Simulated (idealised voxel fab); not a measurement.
process module | voxel ribs on slabs
cross-section cut | 155 nm wide | cells 5 nm
A cross-section is a grid of square cells, given in bands from the top down. A band is one or more rows of cells.
Each band's line starts with the height of the band's top and of its bottom, in nm. Then come its materials from left to right, each with its width in nm. One material with "throughout" fills the band from edge to edge. "air" is empty space.
Height 0 is the level under which the wafer as received is all one material. The lowest band goes on downwards, as in "0 down".
A width such as "30 to 40" changes by the same amount from each row of cells to the next, from the band's top row to its bottom row.
"no change" after a step means that no cell of the cross-section changed.
closed voids: empty space of 8 cells or more with no open way to the top, each as width x height at its distance from the left edge, in nm
after a step's settings: what the simulator itself notes on the step
overlay nm, on a step with a mask: how far to the right of its planned place the mask lay; to the left if negative
Each pair below shows a cross-section before one step and the cross-section after it, down to the lowest band that changed. The line under each pair gives the step between them, with its settings. The pairs can come from different runs of this module on the same starting wafer, so a pair continues from the pair above only where its "before" says so.
before
  0 down: Si throughout
  closed voids: none
after
  30 to 0: SiO2 throughout
  below 0: unchanged
  closed voids: none
the step between: op DIRECTIONAL_DEP | material SiO2 | thk nm 30
before: the cross-section after the pair above
after
  50 to 30: polySi throughout
  below 30: unchanged
  closed voids: none
the step between: op DIRECTIONAL_DEP | material polySi | thk nm 20
before: the cross-section after the pair above
after
  65 to 50: air 70 | resist 15 | air 70
  below 50: unchanged
  closed voids: none
the step between: op PATTERN | tone cover | mask id RIB | material resist | width nm 15 | thk nm 15 | overlay nm 0
before: the cross-section after the pair above
after
  65 to 50: air 70 | resist 15 | air 70
  50 to 40: air 70 | polySi 15 | air 70
  below 40: unchanged
  closed voids: none
the step between: op DIRECTIONAL_ETCH | etch materials polySi | depth nm 10
before: the cross-section after the pair above
after
  50 to 40: air 70 | polySi 15 | air 70
  below 40: unchanged
  closed voids: none
the step between: op STRIP | etch materials resist
before: the cross-section after the pair above
after
  65 to 55: air 70 | aC 15 | air 70
  55 to 50: aC throughout
  50 to 40: aC 70 | polySi 15 | aC 70
  below 40: unchanged
  closed voids: none
the step between: op DIRECTIONAL_DEP | material aC | thk nm 15
before: the cross-section after the pair above
after
  100 to 65: air 40 | resist 75 | air 40
  65 to 55: air 40 | resist 30 | aC 15 | resist 30 | air 40
  below 55: unchanged
  closed voids: none
the step between: op PATTERN | tone cover | mask id SLAB | material resist | width nm 75 | thk nm 35 | overlay nm 0
before: the cross-section after the pair above
after
  85 to 65: air 40 | resist 75 | air 40
  65 to 55: air 40 | resist 30 | aC 15 | resist 30 | air 40
  55 to 50: air 40 | aC 75 | air 40
  50 to 40: air 40 | aC 30 | polySi 15 | aC 30 | air 40
  below 40: unchanged
  closed voids: none
the step between: op DIRECTIONAL_ETCH | etch materials aC | depth nm 15
before: the cross-section after the pair above
after
  65 to 55: air 70 | aC 15 | air 70
  below 55: unchanged
  closed voids: none
the step between: op STRIP | etch materials resist
before: the cross-section after the pair above
after
  65 to 55: air 70 | aC 15 | air 70
  55 to 50: air 40 | aC 75 | air 40
  50 to 40: air 40 | aC 30 | polySi 15 | aC 30 | air 40
  40 to 30: air 40 | polySi 75 | air 40
  below 30: unchanged
  closed voids: none
the step between: op DIRECTIONAL_ETCH | etch materials polySi | depth nm 10
before: the cross-section after the pair above
after
  50 to 40: air 70 | polySi 15 | air 70
  below 40: unchanged
  closed voids: none
the step between: op STRIP | etch materials aC
before: the cross-section after the pair above
after
  75 to 50: SiO2 throughout
  50 to 40: SiO2 70 | polySi 15 | SiO2 70
  40 to 30: SiO2 40 | polySi 75 | SiO2 40
  below 30: unchanged
  closed voids: none
the step between: op FILL_DEP | material SiO2 | thk nm 25
before: the cross-section after the pair above
after
  65 to 50: SiO2 throughout
  below 50: unchanged
  closed voids: none
the step between: op CMP | height nm 65
before: the cross-section after the pair above
after
  75 to 65: W throughout
  below 65: unchanged
  closed voids: none
the step between: op DIRECTIONAL_DEP | material W | thk nm 10
before: the cross-section after the pair above
after
  90 to 75: air 65 | resist 25 | air 65
  below 75: unchanged
  closed voids: none
the step between: op PATTERN | tone cover | mask id HEATER | material resist | width nm 25 | thk nm 15 | overlay nm 0
before: the cross-section after the pair above
after
  90 to 75: air 65 | resist 25 | air 65
  75 to 65: air 65 | W 25 | air 65
  below 65: unchanged
  closed voids: none
the step between: op DIRECTIONAL_ETCH | etch materials W | depth nm 10
before: the cross-section after the pair above
after
  75 to 65: air 65 | W 25 | air 65
  below 65: unchanged
  closed voids: none
the step between: op STRIP | etch materials resist
before: the cross-section after the pair above
after
  80 to 75: air 60 | SiO2 35 | air 60
  75 to 70: air 60 | SiO2 5 | W 25 | SiO2 5 | air 60
  70 to 65: SiO2 65 | W 25 | SiO2 65
  below 65: unchanged
  closed voids: none
the step between: op CONFORMAL_DEP | material SiO2 | thk nm 5
before
  50 to 30: polySi throughout
  30 to 0: SiO2 throughout
  0 down: Si throughout
  closed voids: none
after
  70 to 30: polySi throughout
  below 30: unchanged
  closed voids: none
the step between: op DIRECTIONAL_DEP | material polySi | thk nm 20
before: the cross-section after the pair above
after
  85 to 70: air 70 | resist 15 | air 70
  below 70: unchanged
  closed voids: none
the step between: op PATTERN | tone cover | mask id RIB | material resist | width nm 15 | thk nm 15 | overlay nm 0
before: the cross-section after the pair above
after
  85 to 70: air 70 | resist 15 | air 70
  70 to 60: air 70 | polySi 15 | air 70
  below 60: unchanged
  closed voids: none
the step between: op DIRECTIONAL_ETCH | etch materials polySi | depth nm 10
before: the cross-section after the pair above
after
  70 to 60: air 70 | polySi 15 | air 70
  below 60: unchanged
  closed voids: none
the step between: op STRIP | etch materials resist
before: the cross-section after the pair above
after
  85 to 75: air 70 | aC 15 | air 70
  75 to 70: aC throughout
  70 to 60: aC 70 | polySi 15 | aC 70
  below 60: unchanged
  closed voids: none
the step between: op DIRECTIONAL_DEP | material aC | thk nm 15
before: the cross-section after the pair above
after
  120 to 85: air 40 | resist 75 | air 40
  85 to 75: air 40 | resist 30 | aC 15 | resist 30 | air 40
  below 75: unchanged
  closed voids: none
the step between: op PATTERN | tone cover | mask id SLAB | material resist | width nm 75 | thk nm 35 | overlay nm 0
before: the cross-section after the pair above
after
  105 to 85: air 40 | resist 75 | air 40
  85 to 75: air 40 | resist 30 | aC 15 | resist 30 | air 40
  75 to 70: air 40 | aC 75 | air 40
  70 to 60: air 40 | aC 30 | polySi 15 | aC 30 | air 40
  below 60: unchanged
  closed voids: none
the step between: op DIRECTIONAL_ETCH | etch materials aC | depth nm 15
before: the cross-section after the pair above
after
  85 to 75: air 70 | aC 15 | air 70
  below 75: unchanged
  closed voids: none
the step between: op STRIP | etch materials resist
before: the cross-section after the pair above
after
  85 to 75: air 70 | aC 15 | air 70
  75 to 70: air 40 | aC 75 | air 40
  70 to 60: air 40 | aC 30 | polySi 15 | aC 30 | air 40
  60 to 50: air 40 | polySi 75 | air 40
  below 50: unchanged
  closed voids: none
the step between: op DIRECTIONAL_ETCH | etch materials polySi | depth nm 10
before: the cross-section after the pair above
after
  70 to 60: air 70 | polySi 15 | air 70
  below 60: unchanged
  closed voids: none
the step between: op STRIP | etch materials aC
before: the cross-section after the pair above
after
  95 to 70: SiO2 throughout
  70 to 60: SiO2 70 | polySi 15 | SiO2 70
  60 to 50: SiO2 40 | polySi 75 | SiO2 40
  below 50: unchanged
  closed voids: none
the step between: op FILL_DEP | material SiO2 | thk nm 25
before: the cross-section after the pair above
after
  65 to 60: SiO2 70 | polySi 15 | SiO2 70
  below 60: unchanged
  closed voids: none
the step between: op CMP | height nm 65
before: the cross-section after the pair above
after
  75 to 65: W throughout
  below 65: unchanged
  closed voids: none
the step between: op DIRECTIONAL_DEP | material W | thk nm 10
before: the cross-section after the pair above
after
  90 to 75: air 65 | resist 25 | air 65
  below 75: unchanged
  closed voids: none
the step between: op PATTERN | tone cover | mask id HEATER | material resist | width nm 25 | thk nm 15 | overlay nm 0
before: the cross-section after the pair above
after
  90 to 75: air 65 | resist 25 | air 65
  75 to 65: air 65 | W 25 | air 65
  below 65: unchanged
  closed voids: none
the step between: op DIRECTIONAL_ETCH | etch materials W | depth nm 10
before: the cross-section after the pair above
after
  75 to 65: air 65 | W 25 | air 65
  below 65: unchanged
  closed voids: none
the step between: op STRIP | etch materials resist
before: the cross-section after the pair above
after
  80 to 75: air 60 | SiO2 35 | air 60
  75 to 70: air 60 | SiO2 5 | W 25 | SiO2 5 | air 60
  70 to 65: SiO2 65 | W 25 | SiO2 65
  below 65: unchanged
  closed voids: none
the step between: op CONFORMAL_DEP | material SiO2 | thk nm 5
before
  0 down: Si throughout
  closed voids: none
after
  20 to 0: polySi throughout
  below 0: unchanged
  closed voids: none
the step between: op DIRECTIONAL_DEP | material polySi | thk nm 20
before: the cross-section after the pair above
after
  50 to 20: SiO2 throughout
  below 20: unchanged
  closed voids: none
the step between: op DIRECTIONAL_DEP | material SiO2 | thk nm 30
before: the cross-section after the pair above
after
  65 to 50: air 70 | resist 15 | air 70
  below 50: unchanged
  closed voids: none
the step between: op PATTERN | tone cover | mask id RIB | material resist | width nm 15 | thk nm 15 | overlay nm 0
before: the cross-section after the pair above
after
  50 to 20: SiO2 throughout
  below 20: unchanged
  closed voids: none
the step between: op STRIP | etch materials resist
before: the cross-section after the pair above
after
  65 to 50: aC throughout
  below 50: unchanged
  closed voids: none
the step between: op DIRECTIONAL_DEP | material aC | thk nm 15
before: the cross-section after the pair above
after
  100 to 65: air 40 | resist 75 | air 40
  below 65: unchanged
  closed voids: none
the step between: op PATTERN | tone cover | mask id SLAB | material resist | width nm 75 | thk nm 35 | overlay nm 0
before: the cross-section after the pair above
after
  85 to 65: air 40 | resist 75 | air 40
  65 to 50: air 40 | aC 75 | air 40
  below 50: unchanged
  closed voids: none
the step between: op DIRECTIONAL_ETCH | etch materials aC | depth nm 15
before: the cross-section after the pair above
after
  65 to 50: air 40 | aC 75 | air 40
  below 50: unchanged
  closed voids: none
the step between: op STRIP | etch materials resist
before: the cross-section after the pair above
after
  50 to 20: SiO2 throughout
  below 20: unchanged
  closed voids: none
the step between: op STRIP | etch materials aC
before: the cross-section after the pair above
after
  75 to 20: SiO2 throughout
  below 20: unchanged
  closed voids: none
the step between: op FILL_DEP | material SiO2 | thk nm 25
before: the cross-section after the pair above
after
  65 to 20: SiO2 throughout
  below 20: unchanged
  closed voids: none
the step between: op CMP | height nm 65
before: the cross-section after the pair above
after
  75 to 65: W throughout
  below 65: unchanged
  closed voids: none
the step between: op DIRECTIONAL_DEP | material W | thk nm 10
before: the cross-section after the pair above
after
  90 to 75: air 65 | resist 25 | air 65
  below 75: unchanged
  closed voids: none
the step between: op PATTERN | tone cover | mask id HEATER | material resist | width nm 25 | thk nm 15 | overlay nm 0
before: the cross-section after the pair above
after
  90 to 75: air 65 | resist 25 | air 65
  75 to 65: air 65 | W 25 | air 65
  below 65: unchanged
  closed voids: none
the step between: op DIRECTIONAL_ETCH | etch materials W | depth nm 10
before: the cross-section after the pair above
after
  75 to 65: air 65 | W 25 | air 65
  below 65: unchanged
  closed voids: none
the step between: op STRIP | etch materials resist
before: the cross-section after the pair above
after
  80 to 75: air 60 | SiO2 35 | air 60
  75 to 70: air 60 | SiO2 5 | W 25 | SiO2 5 | air 60
  70 to 65: SiO2 65 | W 25 | SiO2 65
  below 65: unchanged
  closed voids: none
the step between: op CONFORMAL_DEP | material SiO2 | thk nm 5
before
  65 to 50: SiO2 throughout
  50 to 40: SiO2 70 | polySi 15 | SiO2 70
  40 to 30: SiO2 40 | polySi 75 | SiO2 40
  30 to 0: SiO2 throughout
  0 down: Si throughout
  closed voids: none
after
  80 to 65: W throughout
  below 65: unchanged
  closed voids: none
the step between: op DIRECTIONAL_DEP | material W | thk nm 15
before: the cross-section after the pair above
after
  95 to 80: air 65 | resist 25 | air 65
  below 80: unchanged
  closed voids: none
the step between: op PATTERN | tone cover | mask id HEATER | material resist | width nm 25 | thk nm 15 | overlay nm 0
before: the cross-section after the pair above
after
  95 to 80: air 65 | resist 25 | air 65
  80 to 70: air 65 | W 25 | air 65
  below 70: unchanged
  closed voids: none
the step between: op DIRECTIONAL_ETCH | etch materials W | depth nm 10
before: the cross-section after the pair above
after
  80 to 70: air 65 | W 25 | air 65
  below 70: unchanged
  closed voids: none
the step between: op STRIP | etch materials resist
before: the cross-section after the pair above
after
  85 to 80: air 60 | SiO2 35 | air 60
  80 to 75: air 60 | SiO2 5 | W 25 | SiO2 5 | air 60
  75 to 70: SiO2 65 | W 25 | SiO2 65
  below 70: unchanged
  closed voids: none
the step between: op CONFORMAL_DEP | material SiO2 | thk nm 5
before
  65 to 55: air 70 | aC 15 | air 70
  55 to 50: aC throughout
  50 to 40: aC 70 | polySi 15 | aC 70
  40 to 30: polySi throughout
  30 to 0: SiO2 throughout
  0 down: Si throughout
  closed voids: none
after
  100 to 65: air 35 | resist 85 | air 35
  65 to 55: air 35 | resist 35 | aC 15 | resist 35 | air 35
  below 55: unchanged
  closed voids: none
the step between: op PATTERN | tone cover | mask id SLAB | material resist | width nm 85 | thk nm 35 | overlay nm 0
before: the cross-section after the pair above
after
  85 to 65: air 35 | resist 85 | air 35
  65 to 55: air 35 | resist 35 | aC 15 | resist 35 | air 35
  55 to 50: air 35 | aC 85 | air 35
  50 to 40: air 35 | aC 35 | polySi 15 | aC 35 | air 35
  below 40: unchanged
  closed voids: none
the step between: op DIRECTIONAL_ETCH | etch materials aC | depth nm 15
before: the cross-section after the pair above
after
  65 to 55: air 70 | aC 15 | air 70
  below 55: unchanged
  closed voids: none
the step between: op STRIP | etch materials resist
before: the cross-section after the pair above
after
  65 to 55: air 70 | aC 15 | air 70
  55 to 50: air 35 | aC 85 | air 35
  50 to 40: air 35 | aC 35 | polySi 15 | aC 35 | air 35
  40 to 30: air 35 | polySi 85 | air 35
  below 30: unchanged
  closed voids: none
the step between: op DIRECTIONAL_ETCH | etch materials polySi | depth nm 10
before: the cross-section after the pair above
after
  50 to 40: air 70 | polySi 15 | air 70
  below 40: unchanged
  closed voids: none
the step between: op STRIP | etch materials aC
before: the cross-section after the pair above
after
  75 to 50: SiO2 throughout
  50 to 40: SiO2 70 | polySi 15 | SiO2 70
  40 to 30: SiO2 35 | polySi 85 | SiO2 35
  below 30: unchanged
  closed voids: none
the step between: op FILL_DEP | material SiO2 | thk nm 25
before: the cross-section after the pair above
after
  65 to 50: SiO2 throughout
  below 50: unchanged
  closed voids: none
the step between: op CMP | height nm 65
before: the cross-section after the pair above
after
  75 to 65: W throughout
  below 65: unchanged
  closed voids: none
the step between: op DIRECTIONAL_DEP | material W | thk nm 10
before: the cross-section after the pair above
after
  90 to 75: air 65 | resist 25 | air 65
  below 75: unchanged
  closed voids: none
the step between: op PATTERN | tone cover | mask id HEATER | material resist | width nm 25 | thk nm 15 | overlay nm 0
before: the cross-section after the pair above
after
  90 to 75: air 65 | resist 25 | air 65
  75 to 65: air 65 | W 25 | air 65
  below 65: unchanged
  closed voids: none
the step between: op DIRECTIONAL_ETCH | etch materials W | depth nm 10
before: the cross-section after the pair above
after
  75 to 65: air 65 | W 25 | air 65
  below 65: unchanged
  closed voids: none
the step between: op STRIP | etch materials resist
before: the cross-section after the pair above
after
  80 to 75: air 60 | SiO2 35 | air 60
  75 to 70: air 60 | SiO2 5 | W 25 | SiO2 5 | air 60
  70 to 65: SiO2 65 | W 25 | SiO2 65
  below 65: unchanged
  closed voids: none
the step between: op CONFORMAL_DEP | material SiO2 | thk nm 5
before
  65 to 55: air 70 | aC 15 | air 70
  55 to 50: aC throughout
  50 to 40: aC 70 | polySi 15 | aC 70
  40 to 30: polySi throughout
  30 to 0: SiO2 throughout
  0 down: Si throughout
  closed voids: none
after
  100 to 65: air 45 | resist 75 | air 35
  65 to 55: air 45 | resist 25 | aC 15 | resist 35 | air 35
  below 55: unchanged
  closed voids: none
the step between: op PATTERN | tone cover | mask id SLAB | material resist | width nm 75 | thk nm 35 | overlay nm 5
before: the cross-section after the pair above
after
  85 to 65: air 45 | resist 75 | air 35
  65 to 55: air 45 | resist 25 | aC 15 | resist 35 | air 35
  55 to 50: air 45 | aC 75 | air 35
  50 to 40: air 45 | aC 25 | polySi 15 | aC 35 | air 35
  below 40: unchanged
  closed voids: none
the step between: op DIRECTIONAL_ETCH | etch materials aC | depth nm 15
before: the cross-section after the pair above
after
  65 to 55: air 70 | aC 15 | air 70
  below 55: unchanged
  closed voids: none
the step between: op STRIP | etch materials resist
before: the cross-section after the pair above
after
  65 to 55: air 70 | aC 15 | air 70
  55 to 50: air 45 | aC 75 | air 35
  50 to 40: air 45 | aC 25 | polySi 15 | aC 35 | air 35
  40 to 30: air 45 | polySi 75 | air 35
  below 30: unchanged
  closed voids: none
the step between: op DIRECTIONAL_ETCH | etch materials polySi | depth nm 10
before: the cross-section after the pair above
after
  50 to 40: air 70 | polySi 15 | air 70
  below 40: unchanged
  closed voids: none
the step between: op STRIP | etch materials aC
before: the cross-section after the pair above
after
  75 to 50: SiO2 throughout
  50 to 40: SiO2 70 | polySi 15 | SiO2 70
  40 to 30: SiO2 45 | polySi 75 | SiO2 35
  below 30: unchanged
  closed voids: none
the step between: op FILL_DEP | material SiO2 | thk nm 25
before: the cross-section after the pair above
after
  65 to 50: SiO2 throughout
  below 50: unchanged
  closed voids: none
the step between: op CMP | height nm 65
before: the cross-section after the pair above
after
  75 to 65: W throughout
  below 65: unchanged
  closed voids: none
the step between: op DIRECTIONAL_DEP | material W | thk nm 10
before: the cross-section after the pair above
after
  90 to 75: air 65 | resist 25 | air 65
  below 75: unchanged
  closed voids: none
the step between: op PATTERN | tone cover | mask id HEATER | material resist | width nm 25 | thk nm 15 | overlay nm 0
before: the cross-section after the pair above
after
  90 to 75: air 65 | resist 25 | air 65
  75 to 65: air 65 | W 25 | air 65
  below 65: unchanged
  closed voids: none
the step between: op DIRECTIONAL_ETCH | etch materials W | depth nm 10
before: the cross-section after the pair above
after
  75 to 65: air 65 | W 25 | air 65
  below 65: unchanged
  closed voids: none
the step between: op STRIP | etch materials resist
before: the cross-section after the pair above
after
  80 to 75: air 60 | SiO2 35 | air 60
  75 to 70: air 60 | SiO2 5 | W 25 | SiO2 5 | air 60
  70 to 65: SiO2 65 | W 25 | SiO2 65
  below 65: unchanged
  closed voids: none
the step between: op CONFORMAL_DEP | material SiO2 | thk nm 5
before
  30 to 0: SiO2 throughout
  0 down: Si throughout
  closed voids: none
after
  50 to 30: W throughout
  below 30: unchanged
  closed voids: none
the step between: op DIRECTIONAL_DEP | material W | thk nm 20
before: the cross-section after the pair above
after
  65 to 50: air 70 | resist 15 | air 70
  below 50: unchanged
  closed voids: none
the step between: op PATTERN | tone cover | mask id RIB | material resist | width nm 15 | thk nm 15 | overlay nm 0
before: the cross-section after the pair above
after
  50 to 30: W throughout
  below 30: unchanged
  closed voids: none
the step between: op STRIP | etch materials resist
before: the cross-section after the pair above
after
  65 to 50: aC throughout
  below 50: unchanged
  closed voids: none
the step between: op DIRECTIONAL_DEP | material aC | thk nm 15
before: the cross-section after the pair above
after
  100 to 65: air 40 | resist 75 | air 40
  below 65: unchanged
  closed voids: none
the step between: op PATTERN | tone cover | mask id SLAB | material resist | width nm 75 | thk nm 35 | overlay nm 0
before: the cross-section after the pair above
after
  85 to 65: air 40 | resist 75 | air 40
  65 to 50: air 40 | aC 75 | air 40
  below 50: unchanged
  closed voids: none
the step between: op DIRECTIONAL_ETCH | etch materials aC | depth nm 15
before: the cross-section after the pair above
after
  65 to 50: air 40 | aC 75 | air 40
  below 50: unchanged
  closed voids: none
the step between: op STRIP | etch materials resist
before: the cross-section after the pair above
after
  50 to 30: W throughout
  below 30: unchanged
  closed voids: none
the step between: op STRIP | etch materials aC
before: the cross-section after the pair above
after
  75 to 50: SiO2 throughout
  below 50: unchanged
  closed voids: none
the step between: op FILL_DEP | material SiO2 | thk nm 25
before: the cross-section after the pair above
after
  65 to 50: SiO2 throughout
  below 50: unchanged
  closed voids: none
the step between: op CMP | height nm 65
before: the cross-section after the pair above
after
  75 to 65: W throughout
  below 65: unchanged
  closed voids: none
the step between: op DIRECTIONAL_DEP | material W | thk nm 10
before: the cross-section after the pair above
after
  90 to 75: air 65 | resist 25 | air 65
  below 75: unchanged
  closed voids: none
the step between: op PATTERN | tone cover | mask id HEATER | material resist | width nm 25 | thk nm 15 | overlay nm 0
before: the cross-section after the pair above
after
  90 to 75: air 65 | resist 25 | air 65
  75 to 65: air 65 | W 25 | air 65
  below 65: unchanged
  closed voids: none
the step between: op DIRECTIONAL_ETCH | etch materials W | depth nm 10
before: the cross-section after the pair above
after
  75 to 65: air 65 | W 25 | air 65
  below 65: unchanged
  closed voids: none
the step between: op STRIP | etch materials resist
before: the cross-section after the pair above
after
  80 to 75: air 60 | SiO2 35 | air 60
  75 to 70: air 60 | SiO2 5 | W 25 | SiO2 5 | air 60
  70 to 65: SiO2 65 | W 25 | SiO2 65
  below 65: unchanged
  closed voids: none
the step between: op CONFORMAL_DEP | material SiO2 | thk nm 5
before
  50 to 30: polySi throughout
  30 to 0: SiO2 throughout
  0 down: Si throughout
  closed voids: none
after
  65 to 50: resist 70 | air 15 | resist 70
  below 50: unchanged
  closed voids: none
the step between: op PATTERN | tone open | mask id RIB | material resist | width nm 15 | thk nm 15 | overlay nm 0
before: the cross-section after the pair above
after
  65 to 50: resist 70 | air 15 | resist 70
  50 to 40: polySi 70 | air 15 | polySi 70
  below 40: unchanged
  closed voids: none
the step between: op DIRECTIONAL_ETCH | etch materials polySi | depth nm 10
before: the cross-section after the pair above
after
  50 to 40: polySi 70 | air 15 | polySi 70
  below 40: unchanged
  closed voids: none
the step between: op STRIP | etch materials resist
before: the cross-section after the pair above
after
  65 to 55: aC 70 | air 15 | aC 70
  55 to 50: aC throughout
  50 to 40: polySi 70 | aC 15 | polySi 70
  below 40: unchanged
  closed voids: none
the step between: op DIRECTIONAL_DEP | material aC | thk nm 15
before: the cross-section after the pair above
after
  100 to 65: air 40 | resist 75 | air 40
  65 to 55: aC 70 | resist 15 | aC 70
  below 55: unchanged
  closed voids: none
the step between: op PATTERN | tone cover | mask id SLAB | material resist | width nm 75 | thk nm 35 | overlay nm 0
before: the cross-section after the pair above
after
  85 to 65: air 40 | resist 75 | air 40
  65 to 55: air 40 | aC 30 | resist 15 | aC 30 | air 40
  55 to 50: air 40 | aC 75 | air 40
  below 50: unchanged
  closed voids: none
the step between: op DIRECTIONAL_ETCH | etch materials aC | depth nm 15
before: the cross-section after the pair above
after
  65 to 55: air 40 | aC 30 | air 15 | aC 30 | air 40
  below 55: unchanged
  closed voids: none
the step between: op STRIP | etch materials resist
before: the cross-section after the pair above
after
  65 to 55: air 40 | aC 30 | air 15 | aC 30 | air 40
  55 to 50: air 40 | aC 75 | air 40
  50 to 40: air 40 | polySi 30 | aC 15 | polySi 30 | air 40
  below 40: unchanged
  closed voids: none
the step between: op DIRECTIONAL_ETCH | etch materials polySi | depth nm 10
before: the cross-section after the pair above
after
  50 to 40: air 40 | polySi 30 | air 15 | polySi 30 | air 40
  below 40: unchanged
  closed voids: none
the step between: op STRIP | etch materials aC
before: the cross-section after the pair above
after
  75 to 50: SiO2 throughout
  50 to 40: SiO2 40 | polySi 30 | SiO2 15 | polySi 30 | SiO2 40
  below 40: unchanged
  closed voids: none
the step between: op FILL_DEP | material SiO2 | thk nm 25
before: the cross-section after the pair above
after
  65 to 50: SiO2 throughout
  below 50: unchanged
  closed voids: none
the step between: op CMP | height nm 65
before: the cross-section after the pair above
after
  75 to 65: W throughout
  below 65: unchanged
  closed voids: none
the step between: op DIRECTIONAL_DEP | material W | thk nm 10
before: the cross-section after the pair above
after
  90 to 75: air 65 | resist 25 | air 65
  below 75: unchanged
  closed voids: none
the step between: op PATTERN | tone cover | mask id HEATER | material resist | width nm 25 | thk nm 15 | overlay nm 0
before: the cross-section after the pair above
after
  90 to 75: air 65 | resist 25 | air 65
  75 to 65: air 65 | W 25 | air 65
  below 65: unchanged
  closed voids: none
the step between: op DIRECTIONAL_ETCH | etch materials W | depth nm 10
before: the cross-section after the pair above
after
  75 to 65: air 65 | W 25 | air 65
  below 65: unchanged
  closed voids: none
the step between: op STRIP | etch materials resist
before: the cross-section after the pair above
after
  80 to 75: air 60 | SiO2 35 | air 60
  75 to 70: air 60 | SiO2 5 | W 25 | SiO2 5 | air 60
  70 to 65: SiO2 65 | W 25 | SiO2 65
  below 65: unchanged
  closed voids: none
the step between: op CONFORMAL_DEP | material SiO2 | thk nm 5
